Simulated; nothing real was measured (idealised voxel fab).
The following process module bears the name voxel wiring stack.
The cross-section on display is named cut; it measures 170 nm wide, and its cells are 5 nm squares.
In this document a cross-section is written as a grid of square cells. It is given as a series of bands, listed from the top down, and a band is one or more rows of cells. First you get the band's top height and its bottom height, in nm, and then the materials it's made of, left to right, with each width in nm. If you see a single material with "edge to edge", that one covers the band edge to edge. "blank" is empty space. Heads up on the height convention: 0 is the point under which the incoming wafer is all one material, and the lowest band has no bottom, it just keeps going down, like "z 0 and below". When a width is written as two numbers, as in "30->40", the first number is the width in the top row of cells of the band and the second is the width in its bottom row, and the width changes by the same amount from each row to the next. Where a step carries "no modification", the cross-section came out of it unchanged, cell for cell. Reported under the label "Closed void listing" are the empty spaces having no open way to the top and comprising 8 cells or more; the notation for each is width x height at distance, in which the distance is measured from the left edge and all three values are in nm. Post-settings text on a step line: simulator's own remark regarding the step. The "overlay nm" setting may appear on a step's line; for a step that uses a mask, it gives how far to the right of its planned position the mask lay, and a negative value indicates the left.

### Intended process steps
1,RECEIVE,material Si
2,CONFORMAL_DEP,material SiO2,thk nm 15
3,DIRECTIONAL_DEP,material TiN,thk nm 5
4,DIRECTIONAL_DEP,material W,thk nm 20
5,PATTERN,tone cover,mask id METAL_1,material resist,width nm 20,pitch nm 45,thk nm 20,overlay nm 0
6,DIRECTIONAL_ETCH,etch materials W,depth nm 20
7,DIRECTIONAL_ETCH,etch materials TiN,depth nm 5
8,STRIP,etch materials resist
9,CONFORMAL_DEP,material SiCN,thk nm 5
10,FILL_DEP,material lowk,thk nm 10
11,CMP,height nm 40
12,CONFORMAL_DEP,material SiCN,thk nm 5
13,DIRECTIONAL_DEP,material lowk,thk nm 10
14,DIRECTIONAL_DEP,material aC,thk nm 10
15,PATTERN,tone open,mask id PLUG_1,material resist,width nm 15,pitch nm 45,thk nm 30,overlay nm 0
16,DIRECTIONAL_ETCH,etch materials aC,depth nm 10
17,STRIP,etch materials resist
18,DIRECTIONAL_ETCH,etch materials lowk,depth nm 10
19,DIRECTIONAL_ETCH,etch materials SiCN,depth nm 5
20,STRIP,etch materials aC
21,EPI,material Ru,thk nm 10
22,EPI,material Ru,thk nm 5
23,CONFORMAL_DEP,material SiCN,thk nm 5
24,DIRECTIONAL_DEP,material SiO2,thk nm 25
25,DIRECTIONAL_DEP,material aC,thk nm 15
26,PATTERN,tone open,mask id METAL_2,material resist,width nm 20,pitch nm 45,thk nm 30,overlay nm 0
27,DIRECTIONAL_ETCH,etch materials aC,depth nm 15
28,STRIP,etch materials resist
29,DIRECTIONAL_ETCH,etch materials SiO2,depth nm 25
30,DIRECTIONAL_ETCH,etch materials SiCN,depth nm 5
31,STRIP,etch materials aC
32,CONFORMAL_DEP,material TiN,thk nm 5
33,FILL_DEP,material Cu,thk nm 10
34,CMP,height nm 85
35,CONFORMAL_DEP,material SiCN,thk nm 5
36,DIRECTIONAL_DEP,material SiO2,thk nm 30
37,MASKED_ETCH,tone open,mask id METAL_3_HOLES,width nm 15,pitch nm 45,etch materials SiO2,depth nm 30,overlay nm 0
38,MASKED_ETCH,tone open,mask id METAL_3,width nm 20,pitch nm 45,etch materials SiO2,depth nm 20,overlay nm 0
39,MASKED_ETCH,tone open,mask id METAL_3,width nm 20,pitch nm 45,etch materials SiCN,depth nm 5,overlay nm 0
40,CONFORMAL_DEP,material TiN,thk nm 5
41,FILL_DEP,material Ru,thk nm 5
42,CMP,height nm 120
43,CONFORMAL_DEP,material SiCN,thk nm 5
44,DIRECTIONAL_DEP,material SiO2,thk nm 30
45,MASKED_ETCH,tone open,mask id METAL_4_HOLES,width nm 15,pitch nm 90,etch materials SiO2,depth nm 30,overlay nm 0
46,MASKED_ETCH,tone open,mask id METAL_4,width nm 20,pitch nm 45,etch materials SiO2,depth nm 20,overlay nm 0
47,MASKED_ETCH,tone open,mask id METAL_4,width nm 20,pitch nm 45,etch materials SiCN,depth nm 5,overlay nm 0
48,CONFORMAL_DEP,material TiN,thk nm 5
49,FILL_DEP,material Ru,thk nm 5
50,CMP,height nm 155
51,CONFORMAL_DEP,material SiN,thk nm 5

### First of two wafers - as planned

### This is the cross-section of the wafer as we received it, i.e. after step 1
z 0 and below | Si edge to edge
Closed void listing: none

### So this is the wafer cross-section right after step 2
z 15 to 0 | SiO2 edge to edge
Lower than 0, everything is as it was.

### So this is the wafer cross-section right after step 3
z 20 to 15 | TiN edge to edge
Lower than 15, everything is as it was.

### So this is the wafer cross-section right after step 4
z 40 to 20 | W edge to edge
Lower than 20, everything is as it was.

### So this is the wafer cross-section right after step 5
z 60 to 40 | blank=30; resist=20; blank=25; resist=20; blank=25; resist=20; blank=30
Lower than 40, everything is as it was.

### So this is the wafer cross-section right after step 6
z 60 to 40 | blank=30; resist=20; blank=25; resist=20; blank=25; resist=20; blank=30
z 40 to 20 | blank=30; W=20; blank=25; W=20; blank=25; W=20; blank=30
Lower than 20, everything is as it was.

### So this is the wafer cross-section right after step 7
z 60 to 40 | blank=30; resist=20; blank=25; resist=20; blank=25; resist=20; blank=30
z 40 to 20 | blank=30; W=20; blank=25; W=20; blank=25; W=20; blank=30
z 20 to 15 | blank=30; TiN=20; blank=25; TiN=20; blank=25; TiN=20; blank=30
Lower than 15, everything is as it was.

### So this is the wafer cross-section right after step 8
z 40 to 20 | blank=30; W=20; blank=25; W=20; blank=25; W=20; blank=30
Lower than 20, everything is as it was.

### So this is the wafer cross-section right after step 9
z 45 to 40 | blank=25; SiCN=30; blank=15; SiCN=30; blank=15; SiCN=30; blank=25
z 40 to 20 | blank=25; SiCN=5; W=20; SiCN=5; blank=15; SiCN=5; W=20; SiCN=5; blank=15; SiCN=5; W=20; SiCN=5; blank=25
z 20 to 15 | SiCN=30; TiN=20; SiCN=25; TiN=20; SiCN=25; TiN=20; SiCN=30
Lower than 15, everything is as it was.

### So this is the wafer cross-section right after step 10
z 55 to 45 | lowk edge to edge
z 45 to 40 | lowk=25; SiCN=30; lowk=15; SiCN=30; lowk=15; SiCN=30; lowk=25
z 40 to 20 | lowk=25; SiCN=5; W=20; SiCN=5; lowk=15; SiCN=5; W=20; SiCN=5; lowk=15; SiCN=5; W=20; SiCN=5; lowk=25
Lower than 20, everything is as it was.

### So this is the wafer cross-section right after step 11
z 40 to 20 | lowk=25; SiCN=5; W=20; SiCN=5; lowk=15; SiCN=5; W=20; SiCN=5; lowk=15; SiCN=5; W=20; SiCN=5; lowk=25
Lower than 20, everything is as it was.

### So this is the wafer cross-section right after step 12
z 45 to 40 | SiCN edge to edge
Lower than 40, everything is as it was.

### So this is the wafer cross-section right after step 13
z 55 to 45 | lowk edge to edge
Lower than 45, everything is as it was.

### So this is the wafer cross-section right after step 14
z 65 to 55 | aC edge to edge
Lower than 55, everything is as it was.

### So this is the wafer cross-section right after step 15
z 95 to 65 | resist=30; blank=15; resist=30; blank=15; resist=30; blank=15; resist=35
Lower than 65, everything is as it was.

### So this is the wafer cross-section right after step 16
z 85 to 65 | resist=30; blank=15; resist=30; blank=15; resist=30; blank=15; resist=35
z 65 to 55 | aC=30; blank=15; aC=30; blank=15; aC=30; blank=15; aC=35
Lower than 55, everything is as it was.

### So this is the wafer cross-section right after step 17
z 65 to 55 | aC=30; blank=15; aC=30; blank=15; aC=30; blank=15; aC=35
Lower than 55, everything is as it was.

### So this is the wafer cross-section right after step 18
z 65 to 55 | aC=30; blank=15; aC=30; blank=15; aC=30; blank=15; aC=35
z 55 to 45 | lowk=30; blank=15; lowk=30; blank=15; lowk=30; blank=15; lowk=35
Lower than 45, everything is as it was.

### So this is the wafer cross-section right after step 19
z 65 to 55 | aC=30; blank=15; aC=30; blank=15; aC=30; blank=15; aC=35
z 55 to 45 | lowk=30; blank=15; lowk=30; blank=15; lowk=30; blank=15; lowk=35
z 45 to 40 | SiCN=30; blank=15; SiCN=30; blank=15; SiCN=30; blank=15; SiCN=35
Lower than 40, everything is as it was.

### So this is the wafer cross-section right after step 20
z 55 to 45 | lowk=30; blank=15; lowk=30; blank=15; lowk=30; blank=15; lowk=35
Lower than 45, everything is as it was.

### So this is the wafer cross-section right after step 21
z 55 to 50 | lowk=30; blank=15; lowk=30; blank=15; lowk=30; blank=15; lowk=35
z 50 to 45 | lowk=30; Ru=15; lowk=30; Ru=15; lowk=30; Ru=15; lowk=35
z 45 to 40 | SiCN=30; Ru=15; SiCN=30; Ru=15; SiCN=30; Ru=15; SiCN=35
Lower than 40, everything is as it was.

### So this is the wafer cross-section right after step 22
z 55 to 45 | lowk=30; Ru=15; lowk=30; Ru=15; lowk=30; Ru=15; lowk=35
Lower than 45, everything is as it was.

### So this is the wafer cross-section right after step 23
z 60 to 55 | SiCN edge to edge
Lower than 55, everything is as it was.

### So this is the wafer cross-section right after step 24
z 85 to 60 | SiO2 edge to edge
Lower than 60, everything is as it was.

### So this is the wafer cross-section right after step 25
z 100 to 85 | aC edge to edge
Lower than 85, everything is as it was.

### So this is the wafer cross-section right after step 26
z 130 to 100 | resist=30; blank=20; resist=25; blank=20; resist=25; blank=20; resist=30
Lower than 100, everything is as it was.

### So this is the wafer cross-section right after step 27
z 115 to 100 | resist=30; blank=20; resist=25; blank=20; resist=25; blank=20; resist=30
z 100 to 85 | aC=30; blank=20; aC=25; blank=20; aC=25; blank=20; aC=30
Lower than 85, everything is as it was.

### So this is the wafer cross-section right after step 28
z 100 to 85 | aC=30; blank=20; aC=25; blank=20; aC=25; blank=20; aC=30
Lower than 85, everything is as it was.

### So this is the wafer cross-section right after step 29
z 100 to 85 | aC=30; blank=20; aC=25; blank=20; aC=25; blank=20; aC=30
z 85 to 60 | SiO2=30; blank=20; SiO2=25; blank=20; SiO2=25; blank=20; SiO2=30
Lower than 60, everything is as it was.

### So this is the wafer cross-section right after step 30
z 100 to 85 | aC=30; blank=20; aC=25; blank=20; aC=25; blank=20; aC=30
z 85 to 60 | SiO2=30; blank=20; SiO2=25; blank=20; SiO2=25; blank=20; SiO2=30
z 60 to 55 | SiCN=30; blank=20; SiCN=25; blank=20; SiCN=25; blank=20; SiCN=30
Lower than 55, everything is as it was.

### So this is the wafer cross-section right after step 31
z 85 to 60 | SiO2=30; blank=20; SiO2=25; blank=20; SiO2=25; blank=20; SiO2=30
Lower than 60, everything is as it was.

### So this is the wafer cross-section right after step 32
z 90 to 85 | TiN=35; blank=10; TiN=35; blank=10; TiN=35; blank=10; TiN=35
z 85 to 60 | SiO2=30; TiN=5; blank=10; TiN=5; SiO2=25; TiN=5; blank=10; TiN=5; SiO2=25; TiN=5; blank=10; TiN=5; SiO2=30
z 60 to 55 | SiCN=30; TiN=20; SiCN=25; TiN=20; SiCN=25; TiN=20; SiCN=30
Lower than 55, everything is as it was.

### So this is the wafer cross-section right after step 33
z 100 to 90 | Cu edge to edge
z 90 to 85 | TiN=35; Cu=10; TiN=35; Cu=10; TiN=35; Cu=10; TiN=35
z 85 to 60 | SiO2=30; TiN=5; Cu=10; TiN=5; SiO2=25; TiN=5; Cu=10; TiN=5; SiO2=25; TiN=5; Cu=10; TiN=5; SiO2=30
Lower than 60, everything is as it was.

### So this is the wafer cross-section right after step 34
z 85 to 60 | SiO2=30; TiN=5; Cu=10; TiN=5; SiO2=25; TiN=5; Cu=10; TiN=5; SiO2=25; TiN=5; Cu=10; TiN=5; SiO2=30
Lower than 60, everything is as it was.

### So this is the wafer cross-section right after step 35
z 90 to 85 | SiCN edge to edge
Lower than 85, everything is as it was.

### So this is the wafer cross-section right after step 36
z 120 to 90 | SiO2 edge to edge
Lower than 90, everything is as it was.

### So this is the wafer cross-section right after step 37
z 120 to 90 | SiO2=30; blank=15; SiO2=30; blank=15; SiO2=30; blank=15; SiO2=35
Lower than 90, everything is as it was.

### So this is the wafer cross-section right after step 38
z 120 to 100 | SiO2=30; blank=20; SiO2=25; blank=20; SiO2=25; blank=20; SiO2=30
Lower than 100, everything is as it was.

### So this is the wafer cross-section right after step 39
z 120 to 100 | SiO2=30; blank=20; SiO2=25; blank=20; SiO2=25; blank=20; SiO2=30
z 100 to 90 | SiO2=30; blank=15; SiO2=30; blank=15; SiO2=30; blank=15; SiO2=35
z 90 to 85 | SiCN=30; blank=15; SiCN=30; blank=15; SiCN=30; blank=15; SiCN=35
Lower than 85, everything is as it was.

### So this is the wafer cross-section right after step 40
z 125 to 120 | TiN=35; blank=10; TiN=35; blank=10; TiN=35; blank=10; TiN=35
z 120 to 105 | SiO2=30; TiN=5; blank=10; TiN=5; SiO2=25; TiN=5; blank=10; TiN=5; SiO2=25; TiN=5; blank=10; TiN=5; SiO2=30
z 105 to 100 | SiO2=30; TiN=5; blank=5; TiN=10; SiO2=25; TiN=5; blank=5; TiN=10; SiO2=25; TiN=5; blank=5; TiN=10; SiO2=30
z 100 to 90 | SiO2=30; TiN=5; blank=5; TiN=5; SiO2=30; TiN=5; blank=5; TiN=5; SiO2=30; TiN=5; blank=5; TiN=5; SiO2=35
z 90 to 85 | SiCN=30; TiN=15; SiCN=30; TiN=15; SiCN=30; TiN=15; SiCN=35
Lower than 85, everything is as it was.

### So this is the wafer cross-section right after step 41
z 130 to 125 | Ru edge to edge
z 125 to 120 | TiN=35; Ru=10; TiN=35; Ru=10; TiN=35; Ru=10; TiN=35
z 120 to 105 | SiO2=30; TiN=5; Ru=10; TiN=5; SiO2=25; TiN=5; Ru=10; TiN=5; SiO2=25; TiN=5; Ru=10; TiN=5; SiO2=30
z 105 to 100 | SiO2=30; TiN=5; Ru=5; TiN=10; SiO2=25; TiN=5; Ru=5; TiN=10; SiO2=25; TiN=5; Ru=5; TiN=10; SiO2=30
z 100 to 90 | SiO2=30; TiN=5; Ru=5; TiN=5; SiO2=30; TiN=5; Ru=5; TiN=5; SiO2=30; TiN=5; Ru=5; TiN=5; SiO2=35
Lower than 90, everything is as it was.

### So this is the wafer cross-section right after step 42
z 120 to 105 | SiO2=30; TiN=5; Ru=10; TiN=5; SiO2=25; TiN=5; Ru=10; TiN=5; SiO2=25; TiN=5; Ru=10; TiN=5; SiO2=30
Lower than 105, everything is as it was.

### So this is the wafer cross-section right after step 43
z 125 to 120 | SiCN edge to edge
Lower than 120, everything is as it was.

### So this is the wafer cross-section right after step 44
z 155 to 125 | SiO2 edge to edge
Lower than 125, everything is as it was.

### So this is the wafer cross-section right after step 45
z 155 to 125 | SiO2=30; blank=15; SiO2=75; blank=15; SiO2=35
Lower than 125, everything is as it was.

### So this is the wafer cross-section right after step 46
z 155 to 135 | SiO2=30; blank=20; SiO2=25; blank=20; SiO2=25; blank=20; SiO2=30
Lower than 135, everything is as it was.

### So this is the wafer cross-section right after step 47
z 155 to 135 | SiO2=30; blank=20; SiO2=25; blank=20; SiO2=25; blank=20; SiO2=30
z 135 to 125 | SiO2=30; blank=15; SiO2=75; blank=15; SiO2=35
z 125 to 120 | SiCN=30; blank=15; SiCN=75; blank=15; SiCN=35
Lower than 120, everything is as it was.

### So this is the wafer cross-section right after step 48
z 160 to 155 | TiN=35; blank=10; TiN=35; blank=10; TiN=35; blank=10; TiN=35
z 155 to 140 | SiO2=30; TiN=5; blank=10; TiN=5; SiO2=25; TiN=5; blank=10; TiN=5; SiO2=25; TiN=5; blank=10; TiN=5; SiO2=30
z 140 to 135 | SiO2=30; TiN=5; blank=5; TiN=10; SiO2=25; TiN=20; SiO2=25; TiN=5; blank=5; TiN=10; SiO2=30
z 135 to 125 | SiO2=30; TiN=5; blank=5; TiN=5; SiO2=75; TiN=5; blank=5; TiN=5; SiO2=35
z 125 to 120 | SiCN=30; TiN=15; SiCN=75; TiN=15; SiCN=35
Lower than 120, everything is as it was.

### So this is the wafer cross-section right after step 49
z 165 to 160 | Ru edge to edge
z 160 to 155 | TiN=35; Ru=10; TiN=35; Ru=10; TiN=35; Ru=10; TiN=35
z 155 to 140 | SiO2=30; TiN=5; Ru=10; TiN=5; SiO2=25; TiN=5; Ru=10; TiN=5; SiO2=25; TiN=5; Ru=10; TiN=5; SiO2=30
z 140 to 135 | SiO2=30; TiN=5; Ru=5; TiN=10; SiO2=25; TiN=20; SiO2=25; TiN=5; Ru=5; TiN=10; SiO2=30
z 135 to 125 | SiO2=30; TiN=5; Ru=5; TiN=5; SiO2=75; TiN=5; Ru=5; TiN=5; SiO2=35
Lower than 125, everything is as it was.

### So this is the wafer cross-section right after step 50
z 155 to 140 | SiO2=30; TiN=5; Ru=10; TiN=5; SiO2=25; TiN=5; Ru=10; TiN=5; SiO2=25; TiN=5; Ru=10; TiN=5; SiO2=30
Lower than 140, everything is as it was.

### So this is the wafer cross-section right after step 51
z 160 to 155 | SiN edge to edge
Lower than 155, everything is as it was.

### Second wafer, same starting state and plan as the first, one mistake in the run, identical through step 25

### Cross-sectional view of the second wafer at the intended end time of process step 26
z 130 to 100 | blank=30; resist=20; blank=25; resist=20; blank=25; resist=20; blank=30
Lower than 100, everything is as it was.

### Cross-sectional view of the second wafer at the intended end time of process step 27
z 115 to 100 | blank=30; resist=20; blank=25; resist=20; blank=25; resist=20; blank=30
z 100 to 85 | blank=30; aC=20; blank=25; aC=20; blank=25; aC=20; blank=30
Lower than 85, everything is as it was.

### Cross-sectional view of the second wafer at the intended end time of process step 28
z 100 to 85 | blank=30; aC=20; blank=25; aC=20; blank=25; aC=20; blank=30
Lower than 85, everything is as it was.

### Cross-sectional view of the second wafer at the intended end time of process step 29
z 100 to 85 | blank=30; aC=20; blank=25; aC=20; blank=25; aC=20; blank=30
z 85 to 60 | blank=30; SiO2=20; blank=25; SiO2=20; blank=25; SiO2=20; blank=30
Lower than 60, everything is as it was.

### Cross-sectional view of the second wafer at the intended end time of process step 30
z 100 to 85 | blank=30; aC=20; blank=25; aC=20; blank=25; aC=20; blank=30
z 85 to 60 | blank=30; SiO2=20; blank=25; SiO2=20; blank=25; SiO2=20; blank=30
z 60 to 55 | blank=30; SiCN=20; blank=25; SiCN=20; blank=25; SiCN=20; blank=30
Lower than 55, everything is as it was.

### Cross-sectional view of the second wafer at the intended end time of process step 31
z 85 to 60 | blank=30; SiO2=20; blank=25; SiO2=20; blank=25; SiO2=20; blank=30
Lower than 60, everything is as it was.

### Cross-sectional view of the second wafer at the intended end time of process step 32
z 90 to 85 | blank=25; TiN=30; blank=15; TiN=30; blank=15; TiN=30; blank=25
z 85 to 60 | blank=25; TiN=5; SiO2=20; TiN=5; blank=15; TiN=5; SiO2=20; TiN=5; blank=15; TiN=5; SiO2=20; TiN=5; blank=25
z 60 to 55 | TiN=30; SiCN=20; TiN=25; SiCN=20; TiN=25; SiCN=20; TiN=30
Lower than 55, everything is as it was.

### Cross-sectional view of the second wafer at the intended end time of process step 33
z 100 to 90 | Cu edge to edge
z 90 to 85 | Cu=25; TiN=30; Cu=15; TiN=30; Cu=15; TiN=30; Cu=25
z 85 to 60 | Cu=25; TiN=5; SiO2=20; TiN=5; Cu=15; TiN=5; SiO2=20; TiN=5; Cu=15; TiN=5; SiO2=20; TiN=5; Cu=25
Lower than 60, everything is as it was.

### Cross-sectional view of the second wafer at the intended end time of process step 34
z 85 to 60 | Cu=25; TiN=5; SiO2=20; TiN=5; Cu=15; TiN=5; SiO2=20; TiN=5; Cu=15; TiN=5; SiO2=20; TiN=5; Cu=25
Lower than 60, everything is as it was.

### Cross-sectional view of the second wafer at the intended end time of process step 35
z 90 to 85 | SiCN edge to edge
Lower than 85, everything is as it was.

### Cross-sectional view of the second wafer at the intended end time of process step 36
z 120 to 90 | SiO2 edge to edge
Lower than 90, everything is as it was.

### Cross-sectional view of the second wafer at the intended end time of process step 37
z 120 to 90 | SiO2=30; blank=15; SiO2=30; blank=15; SiO2=30; blank=15; SiO2=35
Lower than 90, everything is as it was.

### Cross-sectional view of the second wafer at the intended end time of process step 38
z 120 to 100 | SiO2=30; blank=20; SiO2=25; blank=20; SiO2=25; blank=20; SiO2=30
Lower than 100, everything is as it was.

### Cross-sectional view of the second wafer at the intended end time of process step 39
z 120 to 100 | SiO2=30; blank=20; SiO2=25; blank=20; SiO2=25; blank=20; SiO2=30
z 100 to 90 | SiO2=30; blank=15; SiO2=30; blank=15; SiO2=30; blank=15; SiO2=35
z 90 to 85 | SiCN=30; blank=15; SiCN=30; blank=15; SiCN=30; blank=15; SiCN=35
Lower than 85, everything is as it was.

### Cross-sectional view of the second wafer at the intended end time of process step 40
z 125 to 120 | TiN=35; blank=10; TiN=35; blank=10; TiN=35; blank=10; TiN=35
z 120 to 105 | SiO2=30; TiN=5; blank=10; TiN=5; SiO2=25; TiN=5; blank=10; TiN=5; SiO2=25; TiN=5; blank=10; TiN=5; SiO2=30
z 105 to 100 | SiO2=30; TiN=5; blank=5; TiN=10; SiO2=25; TiN=5; blank=5; TiN=10; SiO2=25; TiN=5; blank=5; TiN=10; SiO2=30
z 100 to 90 | SiO2=30; TiN=5; blank=5; TiN=5; SiO2=30; TiN=5; blank=5; TiN=5; SiO2=30; TiN=5; blank=5; TiN=5; SiO2=35
z 90 to 85 | SiCN=30; TiN=15; SiCN=30; TiN=15; SiCN=30; TiN=15; SiCN=35
Lower than 85, everything is as it was.

### Cross-sectional view of the second wafer at the intended end time of process step 41
z 130 to 125 | Ru edge to edge
z 125 to 120 | TiN=35; Ru=10; TiN=35; Ru=10; TiN=35; Ru=10; TiN=35
z 120 to 105 | SiO2=30; TiN=5; Ru=10; TiN=5; SiO2=25; TiN=5; Ru=10; TiN=5; SiO2=25; TiN=5; Ru=10; TiN=5; SiO2=30
z 105 to 100 | SiO2=30; TiN=5; Ru=5; TiN=10; SiO2=25; TiN=5; Ru=5; TiN=10; SiO2=25; TiN=5; Ru=5; TiN=10; SiO2=30
z 100 to 90 | SiO2=30; TiN=5; Ru=5; TiN=5; SiO2=30; TiN=5; Ru=5; TiN=5; SiO2=30; TiN=5; Ru=5; TiN=5; SiO2=35
Lower than 90, everything is as it was.

### Cross-sectional view of the second wafer at the intended end time of process step 42
z 120 to 105 | SiO2=30; TiN=5; Ru=10; TiN=5; SiO2=25; TiN=5; Ru=10; TiN=5; SiO2=25; TiN=5; Ru=10; TiN=5; SiO2=30
Lower than 105, everything is as it was.

### Cross-sectional view of the second wafer at the intended end time of process step 43
z 125 to 120 | SiCN edge to edge
Lower than 120, everything is as it was.

### Cross-sectional view of the second wafer at the intended end time of process step 44
z 155 to 125 | SiO2 edge to edge
Lower than 125, everything is as it was.

### Cross-sectional view of the second wafer at the intended end time of process step 45
z 155 to 125 | SiO2=30; blank=15; SiO2=75; blank=15; SiO2=35
Lower than 125, everything is as it was.

### Cross-sectional view of the second wafer at the intended end time of process step 46
z 155 to 135 | SiO2=30; blank=20; SiO2=25; blank=20; SiO2=25; blank=20; SiO2=30
Lower than 135, everything is as it was.

### Cross-sectional view of the second wafer at the intended end time of process step 47
z 155 to 135 | SiO2=30; blank=20; SiO2=25; blank=20; SiO2=25; blank=20; SiO2=30
z 135 to 125 | SiO2=30; blank=15; SiO2=75; blank=15; SiO2=35
z 125 to 120 | SiCN=30; blank=15; SiCN=75; blank=15; SiCN=35
Lower than 120, everything is as it was.

### Cross-sectional view of the second wafer at the intended end time of process step 48
z 160 to 155 | TiN=35; blank=10; TiN=35; blank=10; TiN=35; blank=10; TiN=35
z 155 to 140 | SiO2=30; TiN=5; blank=10; TiN=5; SiO2=25; TiN=5; blank=10; TiN=5; SiO2=25; TiN=5; blank=10; TiN=5; SiO2=30
z 140 to 135 | SiO2=30; TiN=5; blank=5; TiN=10; SiO2=25; TiN=20; SiO2=25; TiN=5; blank=5; TiN=10; SiO2=30
z 135 to 125 | SiO2=30; TiN=5; blank=5; TiN=5; SiO2=75; TiN=5; blank=5; TiN=5; SiO2=35
z 125 to 120 | SiCN=30; TiN=15; SiCN=75; TiN=15; SiCN=35
Lower than 120, everything is as it was.

### Cross-sectional view of the second wafer at the intended end time of process step 49
z 165 to 160 | Ru edge to edge
z 160 to 155 | TiN=35; Ru=10; TiN=35; Ru=10; TiN=35; Ru=10; TiN=35
z 155 to 140 | SiO2=30; TiN=5; Ru=10; TiN=5; SiO2=25; TiN=5; Ru=10; TiN=5; SiO2=25; TiN=5; Ru=10; TiN=5; SiO2=30
z 140 to 135 | SiO2=30; TiN=5; Ru=5; TiN=10; SiO2=25; TiN=20; SiO2=25; TiN=5; Ru=5; TiN=10; SiO2=30
z 135 to 125 | SiO2=30; TiN=5; Ru=5; TiN=5; SiO2=75; TiN=5; Ru=5; TiN=5; SiO2=35
Lower than 125, everything is as it was.

### Cross-sectional view of the second wafer at the intended end time of process step 50
z 155 to 140 | SiO2=30; TiN=5; Ru=10; TiN=5; SiO2=25; TiN=5; Ru=10; TiN=5; SiO2=25; TiN=5; Ru=10; TiN=5; SiO2=30
Lower than 140, everything is as it was.

### Cross-sectional view of the second wafer at the intended end time of process step 51
z 160 to 155 | SiN edge to edge
Lower than 155, everything is as it was.
Against the plan, the run slipped here: it should be noted that step 26 was executed with settings other than those planned, the operation and settings actually applied being PATTERN,tone cover,mask id METAL_2,material resist,width nm 20,pitch nm 45,thk nm 30,overlay nm 0
Wafer comparison, final, in cells, second relative to first, materials more or fewer: Cu: 50 more, SiCN: 10 fewer, SiO2: 50 fewer, TiN: 10 more
